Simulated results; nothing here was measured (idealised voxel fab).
This is a process module. Its name is voxel released beams.
Each square cell in cross-section cut measures 5 nm, and the section as a whole is 265 nm wide.
A cross-section is a grid of square cells, given in bands from the top down. A band is one or more rows of cells.
First you get the band's top height and its bottom height, in nm, and then the materials it's made of, left to right, with each width in nm. If you see a single material with "full width", that one covers the band edge to edge. "air" is empty space.
All heights in this document are referenced to 0, defined as the level beneath which the wafer, as received, consists entirely of one material. The lowest band is not bounded below; it extends indefinitely downward and is written in the form "top 0, no bottom".
Think of "30..40" as a width that walks from the first number to the second as you go down the band, top row to bottom row, taking equal-sized steps from row to row.
The cross-section has no changed cell in any step marked "nothing altered".
"Unvented internal voids" - sealed voids, min. 8 cells, no opening to top; format: width x height at distance (distance from left edge; nm throughout).
Where a step's line continues beyond its settings, the continuation is a remark by the simulator itself on that step.
overlay nm: for a step with a mask, the amount by which the mask lay right of where it was planned; a negative amount means left of it.

-- Listed below are the process steps as planned
step 1: op RECEIVE | material Si
step 2: op CONFORMAL_DEP | material SiN | thk nm 5
step 3: op DIRECTIONAL_DEP | material SiO2 | thk nm 20
step 4: op DIRECTIONAL_DEP | material aC | thk nm 15
step 5: op PATTERN | tone open | mask id ANCHOR | material resist | width nm 45 | thk nm 35 | overlay nm 0
step 6: op DIRECTIONAL_ETCH | etch materials aC | depth nm 15
step 7: op STRIP | etch materials resist
step 8: op DIRECTIONAL_ETCH | etch materials SiO2 | depth nm 20
step 9: op STRIP | etch materials aC
step 10: op CONFORMAL_DEP | material W | thk nm 15
step 11: op DIRECTIONAL_DEP | material aC | thk nm 10
step 12: op PATTERN | tone cover | mask id BEAM | material resist | width nm 95 | thk nm 30 | overlay nm 0
step 13: op DIRECTIONAL_ETCH | etch materials aC | depth nm 10
step 14: op STRIP | etch materials resist
step 15: op DIRECTIONAL_ETCH | etch materials W | depth nm 15
step 16: op STRIP | etch materials aC
step 17: op STRIP | etch materials SiO2

-- Run as planned: first of two wafers

-- Wafer at receipt (post step 1), cross-section
> top 0, no bottom  Si full width
> Unvented internal voids: none

-- Cross-section of the wafer after step 2
> top 5, bottom 0  SiN full width
> Lower than 0, everything is as it was.

-- Cross-section of the wafer after step 3
> top 25, bottom 5  SiO2 full width
> Lower than 5, everything is as it was.

-- Cross-section of the wafer after step 4
> top 40, bottom 25  aC full width
> Lower than 25, everything is as it was.

-- Cross-section of the wafer after step 5
> top 75, bottom 40  resist=85; air=45; resist=135
> Lower than 40, everything is as it was.

-- Cross-section of the wafer after step 6
> top 60, bottom 40  resist=85; air=45; resist=135
> top 40, bottom 25  aC=85; air=45; aC=135
> Lower than 25, everything is as it was.

-- Cross-section of the wafer after step 7
> top 40, bottom 25  aC=85; air=45; aC=135
> Lower than 25, everything is as it was.

-- Cross-section of the wafer after step 8
> top 40, bottom 25  aC=85; air=45; aC=135
> top 25, bottom 5  SiO2=85; air=45; SiO2=135
> Lower than 5, everything is as it was.

-- Cross-section of the wafer after step 9
> top 25, bottom 5  SiO2=85; air=45; SiO2=135
> Lower than 5, everything is as it was.

-- Cross-section of the wafer after step 10
> top 40, bottom 25  W=100; air=15; W=150
> top 25, bottom 20  SiO2=85; W=15; air=15; W=15; SiO2=135
> top 20, bottom 5  SiO2=85; W=45; SiO2=135
> Lower than 5, everything is as it was.

-- Cross-section of the wafer after step 11
> top 50, bottom 40  aC=100; air=15; aC=150
> top 40, bottom 30  W=100; air=15; W=150
> top 30, bottom 25  W=100; aC=15; W=150
> top 25, bottom 20  SiO2=85; W=15; aC=15; W=15; SiO2=135
> Lower than 20, everything is as it was.

-- Cross-section of the wafer after step 12
> top 80, bottom 50  air=80; resist=95; air=90
> top 50, bottom 40  aC=100; resist=15; aC=150
> top 40, bottom 30  W=100; resist=15; W=150
> Lower than 30, everything is as it was.

-- Cross-section of the wafer after step 13
> top 70, bottom 50  air=80; resist=95; air=90
> top 50, bottom 40  air=80; aC=20; resist=15; aC=60; air=90
> Lower than 40, everything is as it was.

-- Cross-section of the wafer after step 14
> top 50, bottom 40  air=80; aC=20; air=15; aC=60; air=90
> top 40, bottom 30  W=100; air=15; W=150
> Lower than 30, everything is as it was.

-- Cross-section of the wafer after step 15
> top 50, bottom 40  air=80; aC=20; air=15; aC=60; air=90
> top 40, bottom 30  air=80; W=20; air=15; W=60; air=90
> top 30, bottom 25  air=80; W=20; aC=15; W=60; air=90
> Lower than 25, everything is as it was.

-- Cross-section of the wafer after step 16
> top 40, bottom 25  air=80; W=20; air=15; W=60; air=90
> top 25, bottom 20  SiO2=85; W=15; air=15; W=15; SiO2=135
> Lower than 20, everything is as it was.

-- Cross-section of the wafer after step 17
> top 40, bottom 25  air=80; W=20; air=15; W=60; air=90
> top 25, bottom 20  air=85; W=15; air=15; W=15; air=135
> top 20, bottom 5  air=85; W=45; air=135
> Lower than 5, everything is as it was.

-- Wafer two. Same start, same plan, one slip in execution. Same as wafer one through step 4, inclusive

-- Second wafer, cut view, end of step 5 per plan
> top 75, bottom 40  air=85; resist=45; air=135
> Lower than 40, everything is as it was.

-- Second wafer, cut view, end of step 6 per plan
> top 60, bottom 40  air=85; resist=45; air=135
> top 40, bottom 25  air=85; aC=45; air=135
> Lower than 25, everything is as it was.

-- Second wafer, cut view, end of step 7 per plan
> top 40, bottom 25  air=85; aC=45; air=135
> Lower than 25, everything is as it was.

-- Second wafer, cut view, end of step 8 per plan
> top 40, bottom 25  air=85; aC=45; air=135
> top 25, bottom 5  air=85; SiO2=45; air=135
> Lower than 5, everything is as it was.

-- Second wafer, cut view, end of step 9 per plan
> top 25, bottom 5  air=85; SiO2=45; air=135
> Lower than 5, everything is as it was.

-- Second wafer, cut view, end of step 10 per plan
> top 40, bottom 25  air=70; W=75; air=120
> top 25, bottom 20  air=70; W=15; SiO2=45; W=15; air=120
> top 20, bottom 5  W=85; SiO2=45; W=135
> Lower than 5, everything is as it was.

-- Second wafer, cut view, end of step 11 per plan
> top 50, bottom 40  air=70; aC=75; air=120
> top 40, bottom 30  air=70; W=75; air=120
> top 30, bottom 25  aC=70; W=75; aC=120
> top 25, bottom 20  aC=70; W=15; SiO2=45; W=15; aC=120
> Lower than 20, everything is as it was.

-- Second wafer, cut view, end of step 12 per plan
> top 80, bottom 50  air=80; resist=95; air=90
> top 50, bottom 40  air=70; aC=75; resist=30; air=90
> top 40, bottom 30  air=70; W=75; resist=30; air=90
> Lower than 30, everything is as it was.

-- Second wafer, cut view, end of step 13 per plan
> top 70, bottom 50  air=80; resist=95; air=90
> top 50, bottom 40  air=80; aC=65; resist=30; air=90
> top 40, bottom 30  air=70; W=75; resist=30; air=90
> top 30, bottom 25  air=70; W=75; aC=30; air=90
> top 25, bottom 20  air=70; W=15; SiO2=45; W=15; aC=30; air=90
> Lower than 20, everything is as it was.

-- Second wafer, cut view, end of step 14 per plan
> top 50, bottom 40  air=80; aC=65; air=120
> top 40, bottom 30  air=70; W=75; air=120
> Lower than 30, everything is as it was.

-- Second wafer, cut view, end of step 15 per plan
> top 50, bottom 40  air=80; aC=65; air=120
> top 40, bottom 30  air=80; W=65; air=120
> top 30, bottom 25  air=80; W=65; aC=30; air=90
> top 25, bottom 20  air=70; W=15; SiO2=45; W=15; aC=30; air=90
> top 20, bottom 5  air=70; W=15; SiO2=45; W=45; air=90
> Lower than 5, everything is as it was.

-- Second wafer, cut view, end of step 16 per plan
> top 40, bottom 25  air=80; W=65; air=120
> top 25, bottom 20  air=70; W=15; SiO2=45; W=15; air=120
> Lower than 20, everything is as it was.

Second wafer, cut view, end of step 17 per plan: nothing altered
Plan not followed: step 5 did not use the planned setting and instead ran as op PATTERN | tone cover | mask id ANCHOR | material resist | width nm 45 | thk nm 35 | overlay nm 0
Cell-count delta at end, second wafer over first, by material: SiO2: 36 more
